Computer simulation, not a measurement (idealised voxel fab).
process module | voxel self aligned contacts
cross-section cut | 230 nm wide | cells 5 nm
A cross-section is a grid of square cells, given in bands from the top down. A band is one or more rows of cells.
Each band's line starts with the height of the band's top and of its bottom, in nm. Then come its materials from left to right, each with its width in nm. One material with "throughout" fills the band from edge to edge. "air" is empty space.
Height 0 is the level under which the wafer as received is all one material. The lowest band goes on downwards, as in "0 down".
A width such as "30 to 40" changes by the same amount from each row of cells to the next, from the band's top row to its bottom row.
"no change" after a step means that no cell of the cross-section changed.
closed voids: empty space of 8 cells or more with no open way to the top, each as width x height at its distance from the left edge, in nm
after a step's settings: what the simulator itself notes on the step
overlay nm, on a step with a mask: how far to the right of its planned place the mask lay; to the left if negative
plan
1 op RECEIVE | material Si
2 op OXIDIZE | depth nm 5
3 op DIRECTIONAL_DEP | material polySi | thk nm 20
4 op DIRECTIONAL_DEP | material SiN | thk nm 25
5 op MASKED_ETCH | tone cover | mask id GATE | width nm 35 | pitch nm 75 | etch materials SiN | depth nm 25 | overlay nm 0
6 op MASKED_ETCH | tone cover | mask id GATE | width nm 25 | pitch nm 75 | etch materials polySi | depth nm 20 | overlay nm 0
7 op CONFORMAL_DEP | material SiN | thk nm 10
8 op DIRECTIONAL_ETCH | etch materials SiN | depth nm 10
9 op FILL_DEP | material SiO2 | thk nm 15
10 op CMP | height nm 50
11 op DIRECTIONAL_DEP | material aC | thk nm 10
12 op PATTERN | tone open | mask id CONTACT | material resist | width nm 60 | pitch nm 75 | thk nm 30 | overlay nm 0
13 op DIRECTIONAL_ETCH | etch materials aC | depth nm 10
14 op STRIP | etch materials resist
15 op DIRECTIONAL_ETCH | etch materials SiO2 | depth nm 55
16 op STRIP | etch materials aC
17 op CONFORMAL_DEP | material TiN | thk nm 5
18 op FILL_DEP | material Ru | thk nm 10
19 op CMP | height nm 50
20 op CONFORMAL_DEP | material SiCN | thk nm 5
varied across the wafers: width nm of step 6. The plan shows the first wafer's value. All wafers start alike
first wafer as received, after step 1
  0 down: Si throughout
  closed voids: none
each wafer at the end: cells of each material gained (+) or lost (-) since it was received, then its closed voids
width nm 25 | +40 Ru | -46 Si | +46 SiCN | +213 SiN | +105 SiO2 | +64 TiN | +84 polySi | closed voids: none
width nm 30 | +40 Ru | -46 Si | +46 SiCN | +213 SiN | +105 SiO2 | +64 TiN | +84 polySi | closed voids: none
width nm 35 | +40 Ru | -46 Si | +46 SiCN | +213 SiN | +105 SiO2 | +64 TiN | +84 polySi | closed voids: none
width nm 40 | +30 Ru | -46 Si | +46 SiCN | +213 SiN | +103 SiO2 | +64 TiN | +96 polySi | closed voids: none
width nm 45 | +20 Ru | -46 Si | +46 SiCN | +213 SiN | +101 SiO2 | +64 TiN | +108 polySi | closed voids: none
width nm 50 | +20 Ru | -46 Si | +46 SiCN | +213 SiN | +99 SiO2 | +54 TiN | +120 polySi | closed voids: none
